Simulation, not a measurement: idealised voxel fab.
process module | voxel wiring stack
cross-section cut | 180 nm wide | cells 5 nm
A cross-section is a grid of square cells, given in bands from the top down. A band is one or more rows of cells.
Each band's line starts with the height of the band's top and of its bottom, in nm. Then come its materials from left to right, each with its width in nm. One material with "throughout" fills the band from edge to edge. "air" is empty space.
Height 0 is the level under which the wafer as received is all one material. The lowest band goes on downwards, as in "0 down".
A width such as "30 to 40" changes by the same amount from each row of cells to the next, from the band's top row to its bottom row.
"no change" after a step means that no cell of the cross-section changed.
closed voids: empty space of 8 cells or more with no open way to the top, each as width x height at its distance from the left edge, in nm
after a step's settings: what the simulator itself notes on the step
overlay nm, on a step with a mask: how far to the right of its planned place the mask lay; to the left if negative
plan
1 op RECEIVE | material Si
2 op CONFORMAL_DEP | material SiO2 | thk nm 10
3 op DIRECTIONAL_DEP | material TiN | thk nm 5
4 op DIRECTIONAL_DEP | material Ru | thk nm 15
5 op MASKED_ETCH | tone cover | mask id METAL_1 | width nm 30 | pitch nm 50 | etch materials Ru | depth nm 15 | overlay nm 0
6 op MASKED_ETCH | tone cover | mask id METAL_1 | width nm 30 | pitch nm 50 | etch materials TiN | depth nm 5 | overlay nm 0
7 op CONFORMAL_DEP | material SiCN | thk nm 5
8 op FILL_DEP | material SiO2 | thk nm 10
9 op CMP | height nm 30
10 op CONFORMAL_DEP | material SiCN | thk nm 5
11 op DIRECTIONAL_DEP | material SiO2 | thk nm 30
12 op MASKED_ETCH | tone open | mask id METAL_2_HOLES | width nm 15 | pitch nm 50 | etch materials SiO2 | depth nm 30 | overlay nm 0
13 op PATTERN | tone open | mask id METAL_2 | material resist | width nm 30 | pitch nm 50 | thk nm 20 | overlay nm 0
14 op DIRECTIONAL_ETCH | etch materials SiO2 | depth nm 20
15 op DIRECTIONAL_ETCH | etch materials SiCN | depth nm 5
16 op STRIP | etch materials resist
17 op CONFORMAL_DEP | material TiN | thk nm 5
18 op FILL_DEP | material Ru | thk nm 5
19 op CMP | height nm 65
20 op CONFORMAL_DEP | material SiCN | thk nm 5
21 op DIRECTIONAL_DEP | material SiO2 | thk nm 25
22 op PATTERN | tone open | mask id METAL_3 | material resist | width nm 30 | pitch nm 50 | thk nm 20 | overlay nm 0
23 op DIRECTIONAL_ETCH | etch materials SiO2 | depth nm 15
24 op STRIP | etch materials resist
25 op MASKED_ETCH | tone open | mask id METAL_3_HOLES | width nm 15 | etch materials SiO2 | depth nm 10 | overlay nm 0
26 op MASKED_ETCH | tone open | mask id METAL_3_HOLES | width nm 15 | etch materials SiCN | depth nm 5 | overlay nm 0
27 op CONFORMAL_DEP | material TiN | thk nm 5
28 op FILL_DEP | material Ru | thk nm 10
29 op CMP | height nm 95
30 op CONFORMAL_DEP | material SiCN | thk nm 5
31 op DIRECTIONAL_DEP | material lowk | thk nm 35
32 op MASKED_ETCH | tone open | mask id METAL_4 | width nm 30 | pitch nm 50 | etch materials lowk | depth nm 20 | overlay nm 0
33 op MASKED_ETCH | tone open | mask id METAL_4_HOLES | width nm 15 | pitch nm 50 | etch materials lowk | depth nm 15 | overlay nm 0
34 op MASKED_ETCH | tone open | mask id METAL_4_HOLES | width nm 15 | pitch nm 50 | etch materials SiCN | depth nm 5 | overlay nm 0
35 op CONFORMAL_DEP | material TiN | thk nm 5
36 op FILL_DEP | material Ru | thk nm 5
37 op CMP | height nm 135
38 op CONFORMAL_DEP | material SiCN | thk nm 5
as received, after step 1
  0 down: Si throughout
  closed voids: none
first wafer at the end, as planned
  140 to 135: SiCN throughout
  135 to 120: lowk 50 | TiN 5 | Ru 20 | TiN 5 | lowk 20 | TiN 5 | Ru 20 | TiN 5 | lowk 50
  120 to 115: lowk 50 | TiN 5 | Ru 5 | TiN 20 | lowk 20 | TiN 5 | Ru 5 | TiN 20 | lowk 50
  115 to 100: lowk 50 | TiN 5 | Ru 5 | TiN 5 | lowk 35 | TiN 5 | Ru 5 | TiN 5 | lowk 65
  100 to 95: SiCN 50 | TiN 15 | SiCN 35 | TiN 15 | SiCN 65
  95 to 85: SiO2 50 | TiN 5 | Ru 20 | TiN 5 | SiO2 20 | TiN 5 | Ru 20 | TiN 5 | SiO2 50
  85 to 80: SiO2 50 | TiN 5 | Ru 5 | TiN 20 | SiO2 20 | TiN 30 | SiO2 50
  80 to 70: SiO2 50 | TiN 5 | Ru 5 | TiN 5 | SiO2 115
  70 to 65: SiCN 50 | TiN 15 | SiCN 115
  65 to 50: SiO2 50 | TiN 5 | Ru 20 | TiN 5 | SiO2 20 | TiN 5 | Ru 20 | TiN 5 | SiO2 50
  50 to 45: SiO2 50 | TiN 5 | Ru 5 | TiN 20 | SiO2 20 | TiN 5 | Ru 5 | TiN 20 | SiO2 50
  45 to 35: SiO2 50 | TiN 5 | Ru 5 | TiN 5 | SiO2 35 | TiN 5 | Ru 5 | TiN 5 | SiO2 65
  35 to 30: SiCN 50 | TiN 15 | SiCN 35 | TiN 15 | SiCN 65
  30 to 15: SiO2 45 | SiCN 5 | Ru 30 | SiCN 5 | SiO2 10 | SiCN 5 | Ru 30 | SiCN 5 | SiO2 45
  15 to 10: SiCN 50 | TiN 30 | SiCN 20 | TiN 30 | SiCN 50
  10 to 0: SiO2 throughout
  0 down: Si throughout
  closed voids: none
second wafer at the end: like start, like plan, one mistake
  140 to 135: SiCN throughout
  135 to 120: lowk 50 | TiN 5 | Ru 20 | TiN 5 | lowk 20 | TiN 5 | Ru 20 | TiN 5 | lowk 50
  120 to 115: lowk 50 | TiN 5 | Ru 5 | TiN 20 | lowk 20 | TiN 5 | Ru 5 | TiN 20 | lowk 50
  115 to 100: lowk 50 | TiN 5 | Ru 5 | TiN 5 | lowk 35 | TiN 5 | Ru 5 | TiN 5 | lowk 65
  100 to 95: SiCN 50 | TiN 15 | SiCN 35 | TiN 15 | SiCN 65
  95 to 90: SiCN 50 | TiN 15 | SiCN 115
  90 to 65: SiO2 throughout
  65 to 50: SiO2 50 | TiN 5 | Ru 20 | TiN 5 | SiO2 20 | TiN 5 | Ru 20 | TiN 5 | SiO2 50
  50 to 45: SiO2 50 | TiN 5 | Ru 5 | TiN 20 | SiO2 20 | TiN 5 | Ru 5 | TiN 20 | SiO2 50
  45 to 35: SiO2 50 | TiN 5 | Ru 5 | TiN 5 | SiO2 35 | TiN 5 | Ru 5 | TiN 5 | SiO2 65
  35 to 30: SiCN 50 | TiN 15 | SiCN 35 | TiN 15 | SiCN 65
  30 to 15: SiO2 45 | SiCN 5 | Ru 30 | SiCN 5 | SiO2 10 | SiCN 5 | Ru 30 | SiCN 5 | SiO2 45
  15 to 10: SiCN 50 | TiN 30 | SiCN 20 | TiN 30 | SiCN 50
  10 to 0: SiO2 throughout
  0 down: Si throughout
  closed voids: none
what went wrong: steps 20 and 21 were swapped
at the end the second wafer has, in cells: 19 fewer of Ru | 42 more of SiO2 | 23 fewer of TiN
